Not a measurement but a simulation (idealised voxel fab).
Herein follows the process module entitled voxel wiring stack.
This is section cut - it's 170 nm across, gridded in 5 nm square cells.
If you're reading a cross-section in this doc, picture square cells in a grid; it comes to you as bands, top ones listed first down to the bottom, and a band can be one or more rows of cells. Top height, bottom height, nm. Materials left to right, width each, nm. Single material + "throughout" = fills band edge to edge. "blank" = empty. Zero point of the height axis is 0; under it, received wafer = one material. Lowest band: continues down indefinitely, "0 nm and below". Per-row width for "30->40": begins at first number (top row of band), ends at second number (bottom row), increment between rows held constant. What does "nothing altered" mean for a step? It means no cell of the cross-section changed in that step. Closed voids list: empty space of 8 cells or more with no open way to the top, each as width x height at its distance from the left edge, in nm. The remark found on a step's line after its settings is issued by the simulator itself and pertains to that step. If you see "overlay nm" on a step's line and that step has a mask, it's telling you how far right of where it was planned the mask ended up; a negative number means it went left instead.

### Set out below are the planned steps of the process
step 1: RECEIVE,material Si
step 2: CONFORMAL_DEP,material SiO2,thk nm 10
step 3: CONFORMAL_DEP,material SiN,thk nm 5
step 4: DIRECTIONAL_DEP,material lowk,thk nm 15
step 5: PATTERN,tone open,mask id METAL_1,material resist,width nm 20,pitch nm 35,thk nm 20,overlay nm -5
step 6: DIRECTIONAL_ETCH,etch materials lowk,depth nm 15
step 7: DIRECTIONAL_ETCH,etch materials SiN,depth nm 5
step 8: STRIP,etch materials resist
step 9: CONFORMAL_DEP,material TiN,thk nm 5
step 10: FILL_DEP,material Ru,thk nm 10
step 11: CMP,height nm 30
step 12: EPI,material Ru,thk nm 5
step 13: FILL_DEP,material SiCN,thk nm 5
step 14: DIRECTIONAL_DEP,material SiO2,thk nm 10
step 15: DIRECTIONAL_DEP,material aC,thk nm 15
step 16: PATTERN,tone open,mask id PLUG_1,material resist,width nm 15,pitch nm 35,thk nm 35,overlay nm 0
step 17: DIRECTIONAL_ETCH,etch materials aC,depth nm 15
step 18: STRIP,etch materials resist
step 19: DIRECTIONAL_ETCH,etch materials SiO2,depth nm 10
step 20: DIRECTIONAL_ETCH,etch materials SiCN,depth nm 5
step 21: STRIP,etch materials aC
step 22: EPI,material Ru,thk nm 10
step 23: EPI,material Ru,thk nm 5
step 24: CONFORMAL_DEP,material SiN,thk nm 5
step 25: DIRECTIONAL_DEP,material lowk,thk nm 15
step 26: MASKED_ETCH,tone open,mask id METAL_2,width nm 20,pitch nm 35,etch materials lowk,depth nm 15,overlay nm 0
step 27: MASKED_ETCH,tone open,mask id METAL_2,width nm 20,pitch nm 35,etch materials SiN,depth nm 5,overlay nm 0
step 28: CONFORMAL_DEP,material TiN,thk nm 5
step 29: FILL_DEP,material W,thk nm 5
step 30: CMP,height nm 70
step 31: EPI,material Ru,thk nm 5
step 32: FILL_DEP,material SiCN,thk nm 5
step 33: DIRECTIONAL_DEP,material SiO2,thk nm 30
step 34: MASKED_ETCH,tone open,mask id METAL_3,width nm 20,pitch nm 35,etch materials SiO2,depth nm 15,overlay nm 0
step 35: PATTERN,tone open,mask id METAL_3_HOLES,material resist,width nm 15,pitch nm 35,thk nm 15,overlay nm 0
step 36: DIRECTIONAL_ETCH,etch materials SiO2,depth nm 15
step 37: DIRECTIONAL_ETCH,etch materials SiCN,depth nm 5
step 38: STRIP,etch materials resist
step 39: CONFORMAL_DEP,material TiN,thk nm 5
step 40: FILL_DEP,material Ru,thk nm 10
step 41: CMP,height nm 110
step 42: CONFORMAL_DEP,material SiN,thk nm 5
Keep in mind the plan's value for the overlay nm of step 5 comes from the first wafer; the wafers don't share that setting, but they do share the same starting point.

### As-received state after step 1, first of several wafers, cross-section
> 0 nm and below = Si throughout
> Closed voids list: none

### The cross-section of the first of several wafers is given below for the end of the module, after its final step, step 42
> 115 nm to 110 nm = SiN throughout
> 110 nm to 100 nm = SiO2 20 nm, then TiN 5 nm, then Ru 10 nm, then TiN 5 nm, then SiO2 15 nm, then TiN 5 nm, then Ru 10 nm, then TiN 5 nm, then SiO2 15 nm, then TiN 5 nm, then Ru 10 nm, then TiN 5 nm, then SiO2 15 nm, then TiN 5 nm, then Ru 10 nm, then TiN 5 nm, then SiO2 25 nm
> 100 nm to 95 nm = SiO2 20 nm, then TiN 5 nm, then Ru 5 nm, then TiN 10 nm, then SiO2 15 nm, then TiN 5 nm, then Ru 5 nm, then TiN 10 nm, then SiO2 15 nm, then TiN 5 nm, then Ru 5 nm, then TiN 10 nm, then SiO2 15 nm, then TiN 5 nm, then Ru 5 nm, then TiN 10 nm, then SiO2 25 nm
> 95 nm to 80 nm = SiO2 20 nm, then TiN 5 nm, then Ru 5 nm, then TiN 5 nm, then SiO2 20 nm, then TiN 5 nm, then Ru 5 nm, then TiN 5 nm, then SiO2 20 nm, then TiN 5 nm, then Ru 5 nm, then TiN 5 nm, then SiO2 20 nm, then TiN 5 nm, then Ru 5 nm, then TiN 5 nm, then SiO2 30 nm
> 80 nm to 75 nm = SiCN 20 nm, then TiN 15 nm, then SiCN 20 nm, then TiN 15 nm, then SiCN 20 nm, then TiN 15 nm, then SiCN 20 nm, then TiN 15 nm, then SiCN 30 nm
> 75 nm to 70 nm = SiCN 15 nm, then Ru 30 nm, then SiCN 5 nm, then Ru 30 nm, then SiCN 5 nm, then Ru 30 nm, then SiCN 5 nm, then Ru 30 nm, then SiCN 20 nm
> 70 nm to 55 nm = lowk 20 nm, then TiN 5 nm, then W 10 nm, then TiN 5 nm, then lowk 15 nm, then TiN 5 nm, then W 10 nm, then TiN 5 nm, then lowk 15 nm, then TiN 5 nm, then W 10 nm, then TiN 5 nm, then lowk 15 nm, then TiN 5 nm, then W 10 nm, then TiN 5 nm, then lowk 25 nm
> 55 nm to 50 nm = SiN 20 nm, then TiN 20 nm, then SiN 15 nm, then TiN 20 nm, then SiN 15 nm, then TiN 20 nm, then SiN 15 nm, then TiN 20 nm, then SiN 25 nm
> 50 nm to 40 nm = SiO2 20 nm, then Ru 15 nm, then SiO2 20 nm, then Ru 15 nm, then SiO2 20 nm, then Ru 15 nm, then SiO2 20 nm, then Ru 15 nm, then SiO2 30 nm
> 40 nm to 30 nm = SiCN 20->10 nm, then Ru 15->30 nm, then SiCN 20->5 nm, then Ru 15->30 nm, then SiCN 20->5 nm, then Ru 15->30 nm, then SiCN 20->5 nm, then Ru 15->30 nm, then SiCN 30->25 nm
> 30 nm to 15 nm = lowk 15 nm, then TiN 5 nm, then Ru 10 nm, then TiN 5 nm, then lowk 15 nm, then TiN 5 nm, then Ru 10 nm, then TiN 5 nm, then lowk 15 nm, then TiN 5 nm, then Ru 10 nm, then TiN 5 nm, then lowk 15 nm, then TiN 5 nm, then Ru 10 nm, then TiN 5 nm, then lowk 30 nm
> 15 nm to 10 nm = SiN 15 nm, then TiN 20 nm, then SiN 15 nm, then TiN 20 nm, then SiN 15 nm, then TiN 20 nm, then SiN 15 nm, then TiN 20 nm, then SiN 30 nm
> 10 nm to 0 nm = SiO2 throughout
> 0 nm and below = Si throughout
> Closed voids list: none

### Final wafer cross-section at module end
> 115 nm to 110 nm = SiN throughout
> 110 nm to 100 nm = SiO2 20 nm, then TiN 5 nm, then Ru 10 nm, then TiN 5 nm, then SiO2 15 nm, then TiN 5 nm, then Ru 10 nm, then TiN 5 nm, then SiO2 15 nm, then TiN 5 nm, then Ru 10 nm, then TiN 5 nm, then SiO2 15 nm, then TiN 5 nm, then Ru 10 nm, then TiN 5 nm, then SiO2 25 nm
> 100 nm to 95 nm = SiO2 20 nm, then TiN 5 nm, then Ru 5 nm, then TiN 10 nm, then SiO2 15 nm, then TiN 5 nm, then Ru 5 nm, then TiN 10 nm, then SiO2 15 nm, then TiN 5 nm, then Ru 5 nm, then TiN 10 nm, then SiO2 15 nm, then TiN 5 nm, then Ru 5 nm, then TiN 10 nm, then SiO2 25 nm
> 95 nm to 80 nm = SiO2 20 nm, then TiN 5 nm, then Ru 5 nm, then TiN 5 nm, then SiO2 20 nm, then TiN 5 nm, then Ru 5 nm, then TiN 5 nm, then SiO2 20 nm, then TiN 5 nm, then Ru 5 nm, then TiN 5 nm, then SiO2 20 nm, then TiN 5 nm, then Ru 5 nm, then TiN 5 nm, then SiO2 30 nm
> 80 nm to 75 nm = SiCN 20 nm, then TiN 15 nm, then SiCN 20 nm, then TiN 15 nm, then SiCN 20 nm, then TiN 15 nm, then SiCN 20 nm, then TiN 15 nm, then SiCN 30 nm
> 75 nm to 70 nm = SiCN 15 nm, then Ru 30 nm, then SiCN 5 nm, then Ru 30 nm, then SiCN 5 nm, then Ru 30 nm, then SiCN 5 nm, then Ru 30 nm, then SiCN 20 nm
> 70 nm to 55 nm = lowk 20 nm, then TiN 5 nm, then W 10 nm, then TiN 5 nm, then lowk 15 nm, then TiN 5 nm, then W 10 nm, then TiN 5 nm, then lowk 15 nm, then TiN 5 nm, then W 10 nm, then TiN 5 nm, then lowk 15 nm, then TiN 5 nm, then W 10 nm, then TiN 5 nm, then lowk 25 nm
> 55 nm to 50 nm = SiN 20 nm, then TiN 20 nm, then SiN 15 nm, then TiN 20 nm, then SiN 15 nm, then TiN 20 nm, then SiN 15 nm, then TiN 20 nm, then SiN 25 nm
> 50 nm to 40 nm = SiO2 20 nm, then Ru 15 nm, then SiO2 20 nm, then Ru 15 nm, then SiO2 20 nm, then Ru 15 nm, then SiO2 20 nm, then Ru 15 nm, then SiO2 30 nm
> 40 nm to 30 nm = SiCN 20->25 nm, then Ru 15->30 nm, then SiCN 20->5 nm, then Ru 15->30 nm, then SiCN 20->5 nm, then Ru 15->30 nm, then SiCN 20->5 nm, then Ru 15->30 nm, then SiCN 30->10 nm
> 30 nm to 15 nm = lowk 30 nm, then TiN 5 nm, then Ru 10 nm, then TiN 5 nm, then lowk 15 nm, then TiN 5 nm, then Ru 10 nm, then TiN 5 nm, then lowk 15 nm, then TiN 5 nm, then Ru 10 nm, then TiN 5 nm, then lowk 15 nm, then TiN 5 nm, then Ru 10 nm, then TiN 5 nm, then lowk 15 nm
> 15 nm to 10 nm = SiN 30 nm, then TiN 20 nm, then SiN 15 nm, then TiN 20 nm, then SiN 15 nm, then TiN 20 nm, then SiN 15 nm, then TiN 20 nm, then SiN 15 nm
> 10 nm to 0 nm = SiO2 throughout
> 0 nm and below = Si throughout
> Closed voids list: none

### For your reference, the table is organized with a row per wafer; each row reflects the wafer at the end of the module, indicating for each material the cells gained (+) or lost (-) since receipt, and thereafter its closed voids
overlay nm -5; +140 Ru; +64 SiCN; +70 SiN; +232 SiO2; +144 TiN; +24 W; +108 lowk; Closed voids list: none
overlay nm 0; +140 Ru; +64 SiCN; +70 SiN; +232 SiO2; +144 TiN; +24 W; +108 lowk; Closed voids list: none
overlay nm 5; +140 Ru; +64 SiCN; +70 SiN; +232 SiO2; +144 TiN; +24 W; +108 lowk; Closed voids list: none
overlay nm 10; +140 Ru; +64 SiCN; +70 SiN; +232 SiO2; +144 TiN; +24 W; +108 lowk; Closed voids list: none
